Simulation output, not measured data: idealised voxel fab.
Name of the process module below: voxel gate over fins
Section cut is 140 nm wide and gridded with 5 nm square cells.
Throughout this document, each cross-section is represented as a grid of square cells and is presented as a sequence of bands enumerated from the top downward, where a band comprises one or more rows of cells. Band entry format. Leading values: height of top, height of bottom, nm. Remainder: materials in left-to-right order, each with its width in nm. Special words: "edge to edge" on a single material, which then fills the band edge to edge; "air", empty space. Heights are expressed relative to 0, this being the level below which the as-received wafer comprises one material exclusively. The lowest band is unbounded in the downward direction and is denoted as in "top 0, no bottom". Width spec "30..40" -> top row of cells at first value, bottom row at second value, equal per-row change in between. The designation "no alteration", where it is given for a processing step, indicates that no cell of the cross-section was altered in the course of that step. Each empty space that has no open way to the top and spans at least 8 cells appears under "Enclosed void entries" as width x height at distance, the distance counted from the left edge, all in nm. Text after the settings on a step's line: the simulator's own remark on that step. overlay nm: mask right of planned place by this much (step with mask). Neg. = left.
Process steps (planned):
1: RECEIVE | material Si
2: CONFORMAL_DEP | material SiN | thk nm 5
3: PATTERN | tone cover | mask id FINS | material resist | width nm 15 | pitch nm 45 | thk nm 15 | overlay nm 0
4: DIRECTIONAL_ETCH | etch materials SiN | depth nm 5
5: DIRECTIONAL_ETCH | etch materials Si | depth nm 30
6: STRIP | etch materials resist
7: OXIDIZE | depth nm 5
8: FILL_DEP | material SiO2 | thk nm 15
9: CMP | height nm 5
10: SELECTIVE_ETCH | etch materials SiO2 | depth nm 20
11: STRIP | etch materials SiN
12: CONFORMAL_DEP | material HfO2 | thk nm 5
13: CONFORMAL_DEP | material TiN | thk nm 5
14: CONFORMAL_DEP | material TiAl | thk nm 5
15: CONFORMAL_DEP | material TiN | thk nm 5
16: FILL_DEP | material W | thk nm 15
17: CMP | height nm 30
18: CONFORMAL_DEP | material SiN | thk nm 5
Run as planned: first of two wafers:
As-received state of the wafer in cross-section, equivalent to post-step 1:
- top 0, no bottom = Si edge to edge
- Enclosed void entries: none
Wafer xsec, post step 2:
- top 5, bottom 0 = SiN edge to edge
- Below 0, no change.
Wafer xsec, post step 3:
- top 20, bottom 5 = air 40 nm; resist 15 nm; air 30 nm; resist 15 nm; air 40 nm
- Below 5, no change.
Wafer xsec, post step 4:
- top 20, bottom 5 = air 40 nm; resist 15 nm; air 30 nm; resist 15 nm; air 40 nm
- top 5, bottom 0 = air 40 nm; SiN 15 nm; air 30 nm; SiN 15 nm; air 40 nm
- Below 0, no change.
Wafer xsec, post step 5:
- top 20, bottom 5 = air 40 nm; resist 15 nm; air 30 nm; resist 15 nm; air 40 nm
- top 5, bottom 0 = air 40 nm; SiN 15 nm; air 30 nm; SiN 15 nm; air 40 nm
- top 0, bottom -30 = air 40 nm; Si 15 nm; air 30 nm; Si 15 nm; air 40 nm
- Below -30, no change.
Wafer xsec, post step 6:
- top 5, bottom 0 = air 40 nm; SiN 15 nm; air 30 nm; SiN 15 nm; air 40 nm
- Below 0, no change.
Wafer xsec, post step 7:
- top 5, bottom 0 = air 40 nm; SiN 15 nm; air 30 nm; SiN 15 nm; air 40 nm
- top 0, bottom -30 = air 40 nm; SiO2 5 nm; Si 5 nm; SiO2 5 nm; air 30 nm; SiO2 5 nm; Si 5 nm; SiO2 5 nm; air 40 nm
- top -30, bottom -35 = SiO2 45 nm; Si 5 nm; SiO2 40 nm; Si 5 nm; SiO2 45 nm
- Below -35, no change.
Wafer xsec, post step 8:
- top 20, bottom 5 = SiO2 edge to edge
- top 5, bottom 0 = SiO2 40 nm; SiN 15 nm; SiO2 30 nm; SiN 15 nm; SiO2 40 nm
- top 0, bottom -35 = SiO2 45 nm; Si 5 nm; SiO2 40 nm; Si 5 nm; SiO2 45 nm
- Below -35, no change.
Wafer xsec, post step 9:
- top 5, bottom 0 = SiO2 40 nm; SiN 15 nm; SiO2 30 nm; SiN 15 nm; SiO2 40 nm
- Below 0, no change.
Wafer xsec, post step 10:
- top 5, bottom 0 = air 40 nm; SiN 15 nm; air 30 nm; SiN 15 nm; air 40 nm
- top 0, bottom -15 = air 45 nm; Si 5 nm; air 40 nm; Si 5 nm; air 45 nm
- Below -15, no change.
Wafer xsec, post step 11:
- top 0, bottom -15 = air 45 nm; Si 5 nm; air 40 nm; Si 5 nm; air 45 nm
- Below -15, no change.
Wafer xsec, post step 12:
- top 5, bottom 0 = air 40 nm; HfO2 15 nm; air 30 nm; HfO2 15 nm; air 40 nm
- top 0, bottom -10 = air 40 nm; HfO2 5 nm; Si 5 nm; HfO2 5 nm; air 30 nm; HfO2 5 nm; Si 5 nm; HfO2 5 nm; air 40 nm
- top -10, bottom -15 = HfO2 45 nm; Si 5 nm; HfO2 40 nm; Si 5 nm; HfO2 45 nm
- Below -15, no change.
Wafer xsec, post step 13:
- top 10, bottom 5 = air 35 nm; TiN 25 nm; air 20 nm; TiN 25 nm; air 35 nm
- top 5, bottom 0 = air 35 nm; TiN 5 nm; HfO2 15 nm; TiN 5 nm; air 20 nm; TiN 5 nm; HfO2 15 nm; TiN 5 nm; air 35 nm
- top 0, bottom -5 = air 35 nm; TiN 5 nm; HfO2 5 nm; Si 5 nm; HfO2 5 nm; TiN 5 nm; air 20 nm; TiN 5 nm; HfO2 5 nm; Si 5 nm; HfO2 5 nm; TiN 5 nm; air 35 nm
- top -5, bottom -10 = TiN 40 nm; HfO2 5 nm; Si 5 nm; HfO2 5 nm; TiN 30 nm; HfO2 5 nm; Si 5 nm; HfO2 5 nm; TiN 40 nm
- Below -10, no change.
Wafer xsec, post step 14:
- top 15, bottom 10 = air 30 nm; TiAl 35 nm; air 10 nm; TiAl 35 nm; air 30 nm
- top 10, bottom 5 = air 30 nm; TiAl 5 nm; TiN 25 nm; TiAl 5 nm; air 10 nm; TiAl 5 nm; TiN 25 nm; TiAl 5 nm; air 30 nm
- top 5, bottom 0 = air 30 nm; TiAl 5 nm; TiN 5 nm; HfO2 15 nm; TiN 5 nm; TiAl 5 nm; air 10 nm; TiAl 5 nm; TiN 5 nm; HfO2 15 nm; TiN 5 nm; TiAl 5 nm; air 30 nm
- top 0, bottom -5 = TiAl 35 nm; TiN 5 nm; HfO2 5 nm; Si 5 nm; HfO2 5 nm; TiN 5 nm; TiAl 20 nm; TiN 5 nm; HfO2 5 nm; Si 5 nm; HfO2 5 nm; TiN 5 nm; TiAl 35 nm
- Below -5, no change.
Wafer xsec, post step 15:
- top 20, bottom 15 = air 25 nm; TiN 90 nm; air 25 nm
- top 15, bottom 10 = air 25 nm; TiN 5 nm; TiAl 35 nm; TiN 10 nm; TiAl 35 nm; TiN 5 nm; air 25 nm
- top 10, bottom 5 = air 25 nm; TiN 5 nm; TiAl 5 nm; TiN 25 nm; TiAl 5 nm; TiN 10 nm; TiAl 5 nm; TiN 25 nm; TiAl 5 nm; TiN 5 nm; air 25 nm
- top 5, bottom 0 = TiN 30 nm; TiAl 5 nm; TiN 5 nm; HfO2 15 nm; TiN 5 nm; TiAl 5 nm; TiN 10 nm; TiAl 5 nm; TiN 5 nm; HfO2 15 nm; TiN 5 nm; TiAl 5 nm; TiN 30 nm
- Below 0, no change.
Wafer xsec, post step 16:
- top 35, bottom 20 = W edge to edge
- top 20, bottom 15 = W 25 nm; TiN 90 nm; W 25 nm
- top 15, bottom 10 = W 25 nm; TiN 5 nm; TiAl 35 nm; TiN 10 nm; TiAl 35 nm; TiN 5 nm; W 25 nm
- top 10, bottom 5 = W 25 nm; TiN 5 nm; TiAl 5 nm; TiN 25 nm; TiAl 5 nm; TiN 10 nm; TiAl 5 nm; TiN 25 nm; TiAl 5 nm; TiN 5 nm; W 25 nm
- Below 5, no change.
Wafer xsec, post step 17:
- top 30, bottom 20 = W edge to edge
- Below 20, no change.
Wafer xsec, post step 18:
- top 35, bottom 30 = SiN edge to edge
- Below 30, no change.
The second wafer began exactly as the first did and followed the same plan, but one mistake was made while running it; through step 13 inclusive, the two wafers are identical:
Second wafer at the planned finish of step 14, seen in cross-section: no alteration
Second wafer at the planned finish of step 15, seen in cross-section:
- top 15, bottom 5 = air 30 nm; TiN 35 nm; air 10 nm; TiN 35 nm; air 30 nm
- top 5, bottom 0 = air 30 nm; TiN 10 nm; HfO2 15 nm; TiN 10 nm; air 10 nm; TiN 10 nm; HfO2 15 nm; TiN 10 nm; air 30 nm
- top 0, bottom -10 = TiN 40 nm; HfO2 5 nm; Si 5 nm; HfO2 5 nm; TiN 30 nm; HfO2 5 nm; Si 5 nm; HfO2 5 nm; TiN 40 nm
- Below -10, no change.
Second wafer at the planned finish of step 16, seen in cross-section:
- top 30, bottom 15 = W edge to edge
- top 15, bottom 5 = W 30 nm; TiN 35 nm; W 10 nm; TiN 35 nm; W 30 nm
- top 5, bottom 0 = W 30 nm; TiN 10 nm; HfO2 15 nm; TiN 10 nm; W 10 nm; TiN 10 nm; HfO2 15 nm; TiN 10 nm; W 30 nm
- Below 0, no change.
Second wafer at the planned finish of step 17, seen in cross-section: no alteration
Second wafer at the planned finish of step 18, seen in cross-section:
- top 35, bottom 30 = SiN edge to edge
- Below 30, no change.
What broke from the plan during processing? heads up, step 14 of the plan was skipped and never actually ran
Count the cells at the end and the second wafer has more or fewer of some materials than the first: TiAl: 40 fewer; W: 40 more
